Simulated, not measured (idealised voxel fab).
Presented below is a process module, voxel transistor to metal.
We display cut, a cross-section 295 nm in width whose square cells are each 5 nm.
Each cross-section below is a grid of square cells, stated as bands in top-down order, with one or more rows of cells making up each band. Look at the band entry: it leads with the top's height and the bottom's height in nm. Then it lists the materials left to right, with a width in nm for each. The word "all across" on a single material says that material fills the band edge to edge. The word "air" is empty space. A quick word on heights: they are counted from 0, and under that level the wafer as it came to us is one material throughout. The lowest band is different from the rest in having no bottom; it simply continues downward, written as in "z 0 and below". Think of "30->40" as a width that walks from the first number to the second as you go down the band, top row to bottom row, taking equal-sized steps from row to row. When a step is marked "remained unchanged", none of the cells in the cross-section changed during that step. So "Closed empty spaces" is basically the list of trapped voids: any empty space of 8 cells or more that can't reach the top through an opening. They're written width x height at distance, the distance being from the left edge, and it's all nm. Past the settings on a step's line: simulator remark, on that step. The "overlay nm" setting may appear on a step's line; for a step that uses a mask, it gives how far to the right of its planned position the mask lay, and a negative value indicates the left.
### Process steps - plan
1 RECEIVE (material Si)
2 CONFORMAL_DEP (material SiO2; thk nm 5)
3 CONFORMAL_DEP (material SiN; thk nm 10)
4 MASKED_ETCH (tone cover; mask id ACTIVE; width nm 115; pitch nm 145; etch materials SiN; depth nm 10; overlay nm 0)
5 MASKED_ETCH (tone cover; mask id ACTIVE; width nm 115; pitch nm 145; etch materials SiO2; depth nm 5; overlay nm 0)
6 MASKED_ETCH (tone cover; mask id ACTIVE; width nm 115; pitch nm 145; etch materials Si; depth nm 30; overlay nm 0)
7 OXIDIZE (depth nm 5)
8 FILL_DEP (material SiO2; thk nm 5)
9 CMP (height nm 15)
10 SELECTIVE_ETCH (etch materials SiO2; depth nm 10)
11 STRIP (etch materials SiN)
12 SELECTIVE_ETCH (etch materials SiO2; depth nm 5)
13 OXIDIZE (depth nm 5)
14 DIRECTIONAL_DEP (material polySi; thk nm 25)
15 DIRECTIONAL_DEP (material SiCN; thk nm 15)
16 PATTERN (tone cover; mask id GATE; material resist; width nm 35; pitch nm 145; thk nm 15; overlay nm 0)
17 DIRECTIONAL_ETCH (etch materials SiCN; depth nm 25)
18 DIRECTIONAL_ETCH (etch materials polySi; depth nm 35)
19 STRIP (etch materials resist)
20 CONFORMAL_DEP (material SiO2; thk nm 5)
21 DIRECTIONAL_ETCH (etch materials SiO2; depth nm 5)
22 CONFORMAL_DEP (material SiN; thk nm 5)
23 DIRECTIONAL_ETCH (etch materials SiN; depth nm 5)
24 DIRECTIONAL_ETCH (etch materials SiO2; depth nm 5)
25 EPI (material pSi; thk nm 5)
26 FILL_DEP (material SiO2; thk nm 10)
27 CMP (height nm 25)
28 STRIP (etch materials polySi)
29 SELECTIVE_ETCH (etch materials SiO2; depth nm 5)
30 CONFORMAL_DEP (material HfO2; thk nm 5)
31 CONFORMAL_DEP (material TiN; thk nm 5)
32 FILL_DEP (material W; thk nm 10)
33 CMP (height nm 20)
34 DIRECTIONAL_DEP (material SiO2; thk nm 15)
35 PATTERN (tone open; mask id CONTACT; material resist; width nm 15; thk nm 15; overlay nm 0)
36 DIRECTIONAL_ETCH (etch materials SiO2; depth nm 35)
37 STRIP (etch materials resist)
38 CONFORMAL_DEP (material TiN; thk nm 5)
39 FILL_DEP (material W; thk nm 5)
40 CMP (height nm 35)
41 CONFORMAL_DEP (material SiN; thk nm 5)
42 DIRECTIONAL_DEP (material lowk; thk nm 15)
43 MASKED_ETCH (tone open; mask id METAL_1; width nm 15; etch materials lowk; depth nm 15; overlay nm 0)
44 MASKED_ETCH (tone open; mask id METAL_1; width nm 15; etch materials SiN; depth nm 5; overlay nm 0)
45 CONFORMAL_DEP (material TiN; thk nm 5)
46 FILL_DEP (material Ru; thk nm 5)
47 CMP (height nm 55)
48 EPI (material Ru; thk nm 5)
49 FILL_DEP (material SiCN; thk nm 5)
50 DIRECTIONAL_DEP (material SiO2; thk nm 35)
51 MASKED_ETCH (tone open; mask id METAL_2; width nm 15; pitch nm 145; etch materials SiO2; depth nm 20; overlay nm 0)
52 PATTERN (tone open; mask id METAL_2_HOLES; material resist; width nm 15; pitch nm 145; thk nm 15; overlay nm 0)
53 DIRECTIONAL_ETCH (etch materials SiO2; depth nm 15)
54 DIRECTIONAL_ETCH (etch materials SiCN; depth nm 5)
55 STRIP (etch materials resist)
56 CONFORMAL_DEP (material TiN; thk nm 5)
57 FILL_DEP (material Cu; thk nm 10)
58 CMP (height nm 100)
59 CONFORMAL_DEP (material SiCN; thk nm 5)
### This is the cross-section of the wafer as we received it, i.e. after step 1
* z 0 and below = Si all across
* Closed empty spaces: none
### This is how the wafer looks in cross-section once the module is done, given the starting state and plan above and one mistake in carrying the plan out
* z 105 to 100 = SiCN all across
* z 100 to 90 = SiO2 20 | TiN 5 | Cu 10 | TiN 5 | SiO2 125 | TiN 5 | Cu 10 | TiN 5 | SiO2 110
* z 90 to 85 = SiO2 20 | TiN 5 | Cu 5 | TiN 10 | SiO2 125 | TiN 5 | Cu 5 | TiN 10 | SiO2 110
* z 85 to 65 = SiO2 20 | TiN 5 | Cu 5 | TiN 5 | SiO2 130 | TiN 5 | Cu 5 | TiN 5 | SiO2 115
* z 65 to 60 = SiCN 20 | TiN 15 | SiCN 130 | TiN 15 | SiCN 115
* z 60 to 55 = SiCN 15 | Ru 25 | SiCN 65 | Ru 25 | SiCN 30 | Ru 25 | SiCN 65 | Ru 25 | SiCN 20
* z 55 to 40 = lowk 20 | TiN 5 | Ru 5 | TiN 5 | lowk 75 | TiN 5 | Ru 5 | TiN 5 | lowk 40 | TiN 5 | Ru 5 | TiN 5 | lowk 75 | TiN 5 | Ru 5 | TiN 5 | lowk 25
* z 40 to 35 = SiN 20 | TiN 15 | SiN 75 | TiN 15 | SiN 40 | TiN 15 | SiN 75 | TiN 15 | SiN 25
* z 35 to 20 = SiO2 20 | TiN 5 | W 5 | TiN 5 | SiO2 75 | TiN 5 | W 5 | TiN 5 | SiO2 40 | TiN 5 | W 5 | TiN 5 | SiO2 75 | TiN 5 | W 5 | TiN 5 | SiO2 25
* z 20 to 5 = SiO2 20 | TiN 5 | W 5 | TiN 5 | SiO2 10 | SiN 5 | HfO2 5 | TiN 5 | W 25 | TiN 5 | HfO2 5 | SiN 5 | SiO2 10 | TiN 5 | W 5 | TiN 5 | SiO2 40 | TiN 5 | W 5 | TiN 5 | SiO2 10 | SiN 5 | HfO2 5 | TiN 5 | W 25 | TiN 5 | HfO2 5 | SiN 5 | SiO2 10 | TiN 5 | W 5 | TiN 5 | SiO2 25
* z 5 to 0 = SiO2 20 | TiN 15 | SiO2 10 | SiN 5 | HfO2 5 | TiN 35 | HfO2 5 | SiN 5 | SiO2 10 | TiN 15 | SiO2 40 | TiN 15 | SiO2 10 | SiN 5 | HfO2 5 | TiN 35 | HfO2 5 | SiN 5 | SiO2 10 | TiN 15 | SiO2 25
* z 0 to -5 = SiO2 15 | pSi 30 | SiO2 5 | HfO2 45 | SiO2 5 | pSi 30 | SiO2 30 | pSi 30 | SiO2 5 | HfO2 45 | SiO2 5 | pSi 30 | SiO2 20
* z -5 to -35 = SiO2 20 | Si 105 | SiO2 40 | Si 105 | SiO2 25
* z -35 and below = Si all across
* Closed empty spaces: none
Short version of what went wrong: contrary to plan, step 52 was performed as PATTERN (tone open; mask id METAL_2_HOLES; material resist; width nm 20; pitch nm 145; thk nm 15; overlay nm 0)
